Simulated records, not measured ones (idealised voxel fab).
The process module that follows is named voxel spacer lines.
Displayed cross-section: cut, width of 225 nm, square cells sized 5 nm.
How to read a cross-section here: the picture is a grid of square cells, written as bands going from the top down, and any band can span one or more rows of cells. Top, bottom (nm), then materials left to right with widths (nm); lone material tagged "all across" fills the whole band edge to edge; "air" = empty space. Counting heights begins at 0, where everything beneath is, in the wafer as received, one material. The lowest band has no bottom; it goes on downwards, as "0 down" shows. It should be noted that a width expressed as "30 to 40" varies in equal increments from row to row of cells within the band, taking the value of the first number at the top row and that of the second number at the bottom row. Step note "no alteration" = no cross-section cell changed. In "Enclosed internal voids" the enclosed voids are listed, meaning empty spaces of 8 cells or larger without any opening to the top. The form is width x height at distance, distance from the left edge, units nm. Post-settings text on a step line: simulator's own remark regarding the step. Each step line may optionally specify "overlay nm", which for a step with a mask gives the rightward distance between the mask's planned place and where it lay, a negative value indicating the leftward direction.

**Intended process steps**
1 RECEIVE,material Si
2 CONFORMAL_DEP,material Al2O3,thk nm 10
3 DIRECTIONAL_DEP,material TiN,thk nm 15
4 DIRECTIONAL_DEP,material polySi,thk nm 20
5 PATTERN,tone cover,mask id MANDREL,material resist,width nm 15,pitch nm 80,thk nm 30,overlay nm 0
6 DIRECTIONAL_ETCH,etch materials polySi,depth nm 20
7 STRIP,etch materials resist
8 CONFORMAL_DEP,material SiO2,thk nm 15
9 DIRECTIONAL_ETCH,etch materials SiO2,depth nm 15
10 STRIP,etch materials polySi
11 DIRECTIONAL_ETCH,etch materials TiN,depth nm 15
12 STRIP,etch materials SiO2
13 FILL_DEP,material lowk,thk nm 10
14 CMP,height nm 25
Quick note for whoever runs this: the wafers start identical, but the width nm at step 5 isn't the same across them. The plan just shows what the first wafer had.

**This is how the first of several wafers looked in cross-section when it arrived, which is after step 1**
	0 down = Si all across
	Enclosed internal voids: none

**Note: the following table is arranged by wafer, a row apiece. Each row reports the end-of-module state: per material, cells gained (+) or cells lost (-) compared with the wafer as received; closed voids follow**
width nm 15; +90 Al2O3; +36 TiN; +99 lowk; Enclosed internal voids: none
width nm 20; +90 Al2O3; +36 TiN; +99 lowk; Enclosed internal voids: none
width nm 25; +90 Al2O3; +36 TiN; +99 lowk; Enclosed internal voids: none
width nm 30; +90 Al2O3; +36 TiN; +99 lowk; Enclosed internal voids: none
width nm 35; +90 Al2O3; +36 TiN; +99 lowk; Enclosed internal voids: none
width nm 40; +90 Al2O3; +36 TiN; +99 lowk; Enclosed internal voids: none
